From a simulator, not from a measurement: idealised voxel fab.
The process module presented herein is designated voxel capacitor over wiring.
Each square cell in cross-section cut measures 5 nm, and the section as a whole is 210 nm wide.
Format of a cross-section: grid, square cells. Given as bands. Order: top down. Band: one or more rows of cells. Per band: top height and bottom height in nm, followed by the left-to-right materials and their widths in nm; "full width" marks a single material spanning edge to edge, "blank" marks empty space. For the purposes of this specification, 0 denotes the height below which the wafer in its as-received condition is composed wholly of one material, and the lowermost band, lacking a lower limit, extends downward without end, as expressed in "top 0, no bottom". Top row gets the first number, bottom row gets the second, and each row in between changes by the same step: that is how a band width like "30..40" works. Any step labelled "nothing different" changed none of the cells in the cross-section. The entry titled "Completely sealed voids" provides the empty spaces that have no open way to the top, restricted to those of 8 cells or more. Each is presented as width x height at distance, the distance being measured from the left edge, with all three in nm. If you see something after the settings on a step's line, that's the simulator's own remark about that step. "overlay nm" on a masked step: distance the mask lay right of its planned place, negative for left.

-- Planned process steps
- 1: op RECEIVE | material Si
- 2: op CONFORMAL_DEP | material SiO2 | thk nm 10
- 3: op CONFORMAL_DEP | material SiCN | thk nm 5
- 4: op DIRECTIONAL_DEP | material SiO2 | thk nm 15
- 5: op PATTERN | tone open | mask id METAL_1 | material resist | width nm 30 | pitch nm 95 | thk nm 20 | overlay nm 0
- 6: op DIRECTIONAL_ETCH | etch materials SiO2 | depth nm 15
- 7: op DIRECTIONAL_ETCH | etch materials SiCN | depth nm 5
- 8: op STRIP | etch materials resist
- 9: op CONFORMAL_DEP | material TiN | thk nm 5
- 10: op FILL_DEP | material Cu | thk nm 5
- 11: op CMP | height nm 30
- 12: op CONFORMAL_DEP | material SiCN | thk nm 5
- 13: op DIRECTIONAL_DEP | material lowk | thk nm 20
- 14: op PATTERN | tone open | mask id PLUG_1 | material resist | width nm 15 | thk nm 15 | overlay nm 0
- 15: op DIRECTIONAL_ETCH | etch materials lowk | depth nm 20
- 16: op DIRECTIONAL_ETCH | etch materials SiCN | depth nm 5
- 17: op STRIP | etch materials resist
- 18: op EPI | material Ru | thk nm 10
- 19: op EPI | material Ru | thk nm 10
- 20: op EPI | material Ru | thk nm 5
- 21: op DIRECTIONAL_DEP | material TiN | thk nm 5
- 22: op DIRECTIONAL_DEP | material HfO2 | thk nm 5
- 23: op DIRECTIONAL_DEP | material TiN | thk nm 5
- 24: op MASKED_ETCH | tone cover | mask id UPPER_PLATE | width nm 70 | etch materials TiN | depth nm 5 | overlay nm 0
- 25: op MASKED_ETCH | tone cover | mask id UPPER_PLATE | width nm 70 | etch materials HfO2 | depth nm 5 | overlay nm 0
- 26: op MASKED_ETCH | tone cover | mask id LOWER_PLATE | width nm 80 | etch materials TiN | depth nm 5 | overlay nm 0
- 27: op FILL_DEP | material SiO2 | thk nm 15
- 28: op CMP | height nm 80
- 29: op DIRECTIONAL_DEP | material aC | thk nm 15
- 30: op PATTERN | tone open | mask id PLUG_2 | material resist | width nm 15 | thk nm 30 | overlay nm 0
- 31: op DIRECTIONAL_ETCH | etch materials aC | depth nm 15
- 32: op STRIP | etch materials resist
- 33: op DIRECTIONAL_ETCH | etch materials SiO2 | depth nm 10
- 34: op STRIP | etch materials aC
- 35: op CONFORMAL_DEP | material TiN | thk nm 5
- 36: op FILL_DEP | material W | thk nm 5
- 37: op CMP | height nm 80
- 38: op CONFORMAL_DEP | material SiN | thk nm 5

-- Received-state cross-section, reflecting completion of step 1
top 0, no bottom = Si full width
Completely sealed voids: none

-- Cross-section: first of two wafers, module finished, run according to plan
top 85, bottom 80 = SiN full width
top 80, bottom 75 = SiO2 65, then TiN 5, then W 5, then TiN 5, then SiO2 130
top 75, bottom 65 = SiO2 65..55, then TiN 15..70, then SiO2 130..85
top 65, bottom 60 = SiO2 55, then HfO2 70, then SiO2 85
top 60, bottom 55 = SiO2 50, then TiN 80, then SiO2 80
top 55, bottom 35 = lowk 55, then Ru 15, then lowk 140
top 35, bottom 30 = SiCN 55, then Ru 15, then SiCN 140
top 30, bottom 15 = SiO2 40, then TiN 5, then Cu 20, then TiN 5, then SiO2 65, then TiN 5, then Cu 20, then TiN 5, then SiO2 45
top 15, bottom 10 = SiCN 40, then TiN 30, then SiCN 65, then TiN 30, then SiCN 45
top 10, bottom 0 = SiO2 full width
top 0, no bottom = Si full width
Completely sealed voids: none

-- Cross-sectional view of the second of two wafers upon completion of the module. This wafer shared its starting condition and process plan with the first; one error was made during its execution
top 85, bottom 80 = SiN full width
top 80, bottom 70 = Ru full width
top 70, bottom 65 = Ru 55, then TiN 70, then Ru 85
top 65, bottom 60 = Ru 55, then HfO2 70, then Ru 85
top 60, bottom 55 = Ru 50, then TiN 80, then Ru 80
top 55, bottom 35 = lowk 55, then Ru 15, then lowk 140
top 35, bottom 30 = SiCN 55, then Ru 15, then SiCN 140
top 30, bottom 15 = SiO2 40, then TiN 5, then Cu 20, then TiN 5, then SiO2 65, then TiN 5, then Cu 20, then TiN 5, then SiO2 45
top 15, bottom 10 = SiCN 40, then TiN 30, then SiCN 65, then TiN 30, then SiCN 45
top 10, bottom 0 = SiO2 full width
top 0, no bottom = Si full width
Completely sealed voids: none
So what did we get wrong on this run? step 27 did not happen as planned, as run it was op FILL_DEP | material Ru | thk nm 15
The closing comparison, in cells, has the second wafer with more or fewer of some materials than the first: +166 Ru | -160 SiO2 | -5 TiN | -1 W
